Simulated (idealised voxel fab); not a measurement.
process module | voxel capacitor over wiring
cross-section cut | 275 nm wide | cells 5 nm
A cross-section is a grid of square cells, given in bands from the top down. A band is one or more rows of cells.
Each band's line starts with the height of the band's top and of its bottom, in nm. Then come its materials from left to right, each with its width in nm. One material with "throughout" fills the band from edge to edge. "air" is empty space.
Height 0 is the level under which the wafer as received is all one material. The lowest band goes on downwards, as in "0 down".
A width such as "30 to 40" changes by the same amount from each row of cells to the next, from the band's top row to its bottom row.
"no change" after a step means that no cell of the cross-section changed.
closed voids: empty space of 8 cells or more with no open way to the top, each as width x height at its distance from the left edge, in nm
after a step's settings: what the simulator itself notes on the step
overlay nm, on a step with a mask: how far to the right of its planned place the mask lay; to the left if negative
plan
1 op RECEIVE | material Si
2 op CONFORMAL_DEP | material SiO2 | thk nm 15
3 op DIRECTIONAL_DEP | material TiN | thk nm 5
4 op DIRECTIONAL_DEP | material W | thk nm 15
5 op MASKED_ETCH | tone cover | mask id METAL_1 | width nm 30 | pitch nm 100 | etch materials W | depth nm 15 | overlay nm 0
6 op MASKED_ETCH | tone cover | mask id METAL_1 | width nm 30 | pitch nm 100 | etch materials TiN | depth nm 5 | overlay nm 0
7 op FILL_DEP | material SiO2 | thk nm 10
8 op CMP | height nm 35
9 op CONFORMAL_DEP | material SiCN | thk nm 5
10 op DIRECTIONAL_DEP | material lowk | thk nm 10
11 op PATTERN | tone open | mask id PLUG_1 | material resist | width nm 15 | thk nm 15 | overlay nm 0
12 op DIRECTIONAL_ETCH | etch materials lowk | depth nm 10
13 op DIRECTIONAL_ETCH | etch materials SiCN | depth nm 5
14 op STRIP | etch materials resist
15 op EPI | material Ru | thk nm 10
16 op EPI | material Ru | thk nm 5
17 op DIRECTIONAL_DEP | material TiN | thk nm 10
18 op DIRECTIONAL_DEP | material SiN | thk nm 5
19 op DIRECTIONAL_DEP | material TiN | thk nm 5
20 op DIRECTIONAL_DEP | material aC | thk nm 10
21 op PATTERN | tone cover | mask id UPPER_PLATE | material resist | width nm 75 | thk nm 25 | overlay nm 0
22 op DIRECTIONAL_ETCH | etch materials aC | depth nm 10
23 op STRIP | etch materials resist
24 op DIRECTIONAL_ETCH | etch materials TiN | depth nm 5
25 op DIRECTIONAL_ETCH | etch materials SiN | depth nm 5
26 op STRIP | etch materials aC
27 op MASKED_ETCH | tone cover | mask id LOWER_PLATE | width nm 85 | etch materials TiN | depth nm 10 | overlay nm 0
28 op FILL_DEP | material SiO2 | thk nm 20
29 op CMP | height nm 85
30 op MASKED_ETCH | tone open | mask id PLUG_2 | width nm 15 | etch materials SiO2 | depth nm 15 | overlay nm 0
31 op CONFORMAL_DEP | material TiN | thk nm 5
32 op FILL_DEP | material Ru | thk nm 5
33 op CMP | height nm 85
34 op CONFORMAL_DEP | material SiN | thk nm 5
first wafer, as planned
as received, after step 1
  0 down: Si throughout
  closed voids: none
after step 2
  15 to 0: SiO2 throughout
  below 0: unchanged
after step 3
  20 to 15: TiN throughout
  below 15: unchanged
after step 4
  35 to 20: W throughout
  below 20: unchanged
after step 5
  35 to 20: air 70 | W 30 | air 70 | W 30 | air 75
  below 20: unchanged
after step 6
  35 to 20: air 70 | W 30 | air 70 | W 30 | air 75
  20 to 15: air 70 | TiN 30 | air 70 | TiN 30 | air 75
  below 15: unchanged
after step 7
  45 to 35: SiO2 throughout
  35 to 20: SiO2 70 | W 30 | SiO2 70 | W 30 | SiO2 75
  20 to 15: SiO2 70 | TiN 30 | SiO2 70 | TiN 30 | SiO2 75
  below 15: unchanged
after step 8
  35 to 20: SiO2 70 | W 30 | SiO2 70 | W 30 | SiO2 75
  below 20: unchanged
after step 9
  40 to 35: SiCN throughout
  below 35: unchanged
after step 10
  50 to 40: lowk throughout
  below 40: unchanged
after step 11
  65 to 50: resist 85 | air 15 | resist 175
  below 50: unchanged
after step 12
  65 to 50: resist 85 | air 15 | resist 175
  50 to 40: lowk 85 | air 15 | lowk 175
  below 40: unchanged
after step 13
  65 to 50: resist 85 | air 15 | resist 175
  50 to 40: lowk 85 | air 15 | lowk 175
  40 to 35: SiCN 85 | air 15 | SiCN 175
  below 35: unchanged
after step 14
  50 to 40: lowk 85 | air 15 | lowk 175
  below 40: unchanged
after step 15
  50 to 45: lowk 85 | air 15 | lowk 175
  45 to 40: lowk 85 | Ru 15 | lowk 175
  40 to 35: SiCN 85 | Ru 15 | SiCN 175
  below 35: unchanged
after step 16
  50 to 40: lowk 85 | Ru 15 | lowk 175
  below 40: unchanged
after step 17
  60 to 50: TiN throughout
  below 50: unchanged
after step 18
  65 to 60: SiN throughout
  below 60: unchanged
after step 19
  70 to 65: TiN throughout
  below 65: unchanged
after step 20
  80 to 70: aC throughout
  below 70: unchanged
after step 21
  105 to 80: air 85 | resist 75 | air 115
  below 80: unchanged
after step 22
  95 to 80: air 85 | resist 75 | air 115
  80 to 70: air 85 | aC 75 | air 115
  below 70: unchanged
after step 23
  80 to 70: air 85 | aC 75 | air 115
  below 70: unchanged
after step 24
  80 to 70: air 85 | aC 75 | air 115
  70 to 65: air 85 | TiN 75 | air 115
  below 65: unchanged
after step 25
  80 to 70: air 85 | aC 75 | air 115
  70 to 65: air 85 | TiN 75 | air 115
  65 to 60: air 85 | SiN 75 | air 115
  below 60: unchanged
after step 26
  70 to 65: air 85 | TiN 75 | air 115
  below 65: unchanged
after step 27
  70 to 65: air 85 | TiN 75 | air 115
  65 to 60: air 85 | SiN 75 | air 115
  60 to 50: air 80 | TiN 85 | air 110
  below 50: unchanged
after step 28
  90 to 70: SiO2 throughout
  70 to 65: SiO2 85 | TiN 75 | SiO2 115
  65 to 60: SiO2 85 | SiN 75 | SiO2 115
  60 to 50: SiO2 80 | TiN 85 | SiO2 110
  below 50: unchanged
after step 29
  85 to 70: SiO2 throughout
  below 70: unchanged
after step 30
  85 to 70: SiO2 95 | air 15 | SiO2 165
  below 70: unchanged
after step 31
  90 to 85: TiN 100 | air 5 | TiN 170
  85 to 75: SiO2 95 | TiN 5 | air 5 | TiN 5 | SiO2 165
  75 to 65: SiO2 95 to 85 | TiN 15 to 75 | SiO2 165 to 115
  below 65: unchanged
after step 32
  95 to 90: Ru throughout
  90 to 85: TiN 100 | Ru 5 | TiN 170
  85 to 75: SiO2 95 | TiN 5 | Ru 5 | TiN 5 | SiO2 165
  below 75: unchanged
after step 33
  85 to 75: SiO2 95 | TiN 5 | Ru 5 | TiN 5 | SiO2 165
  below 75: unchanged
after step 34
  90 to 85: SiN throughout
  below 85: unchanged
second wafer: like start, like plan, one mistake. Through step 14 it matches the first wafer
when step 15 should have ended: no change
when step 16 should have ended
  50 to 40: lowk 85 | air 15 | lowk 175
  40 to 35: SiCN 85 | Ru 15 | SiCN 175
  below 35: unchanged
when step 17 should have ended
  60 to 50: TiN 85 | air 15 | TiN 175
  50 to 40: lowk 85 | TiN 15 | lowk 175
  below 40: unchanged
when step 18 should have ended
  65 to 60: SiN 85 | air 15 | SiN 175
  60 to 55: TiN 85 | air 15 | TiN 175
  55 to 50: TiN 85 | SiN 15 | TiN 175
  below 50: unchanged
when step 19 should have ended
  70 to 65: TiN 85 | air 15 | TiN 175
  65 to 60: SiN 85 | air 15 | SiN 175
  60 to 55: TiN throughout
  below 55: unchanged
when step 20 should have ended
  80 to 70: aC 85 | air 15 | aC 175
  70 to 65: TiN 85 | aC 15 | TiN 175
  65 to 60: SiN 85 | aC 15 | SiN 175
  below 60: unchanged
when step 21 should have ended
  105 to 80: air 85 | resist 75 | air 115
  80 to 70: aC 85 | resist 15 | aC 175
  below 70: unchanged
when step 22 should have ended
  95 to 80: air 85 | resist 75 | air 115
  80 to 70: air 85 | resist 15 | aC 60 | air 115
  below 70: unchanged
when step 23 should have ended
  80 to 70: air 100 | aC 60 | air 115
  below 70: unchanged
when step 24 should have ended
  80 to 70: air 100 | aC 60 | air 115
  70 to 65: air 85 | aC 15 | TiN 60 | air 115
  below 65: unchanged
when step 25 should have ended
  80 to 70: air 100 | aC 60 | air 115
  70 to 65: air 85 | aC 15 | TiN 60 | air 115
  65 to 60: air 85 | aC 15 | SiN 60 | air 115
  below 60: unchanged
when step 26 should have ended
  70 to 65: air 100 | TiN 60 | air 115
  65 to 60: air 100 | SiN 60 | air 115
  below 60: unchanged
when step 27 should have ended
  70 to 65: air 100 | TiN 60 | air 115
  65 to 60: air 100 | SiN 60 | air 115
  60 to 55: air 80 | TiN 85 | air 110
  55 to 50: air 80 | TiN 5 | SiN 15 | TiN 65 | air 110
  below 50: unchanged
when step 28 should have ended
  90 to 70: SiO2 throughout
  70 to 65: SiO2 100 | TiN 60 | SiO2 115
  65 to 60: SiO2 100 | SiN 60 | SiO2 115
  60 to 55: SiO2 80 | TiN 85 | SiO2 110
  55 to 50: SiO2 80 | TiN 5 | SiN 15 | TiN 65 | SiO2 110
  below 50: unchanged
when step 29 should have ended
  85 to 70: SiO2 throughout
  below 70: unchanged
when step 30 should have ended
  85 to 70: SiO2 95 | air 15 | SiO2 165
  below 70: unchanged
when step 31 should have ended
  90 to 85: TiN 100 | air 5 | TiN 170
  85 to 75: SiO2 95 | TiN 5 | air 5 | TiN 5 | SiO2 165
  75 to 65: SiO2 95 to 100 | TiN 15 to 60 | SiO2 165 to 115
  below 65: unchanged
when step 32 should have ended
  95 to 90: Ru throughout
  90 to 85: TiN 100 | Ru 5 | TiN 170
  85 to 75: SiO2 95 | TiN 5 | Ru 5 | TiN 5 | SiO2 165
  below 75: unchanged
when step 33 should have ended
  85 to 75: SiO2 95 | TiN 5 | Ru 5 | TiN 5 | SiO2 165
  below 75: unchanged
when step 34 should have ended
  90 to 85: SiN throughout
  below 85: unchanged
what went wrong: step 15 was left out
at the end the second wafer has, in cells: 6 fewer of Ru | 6 more of SiO2
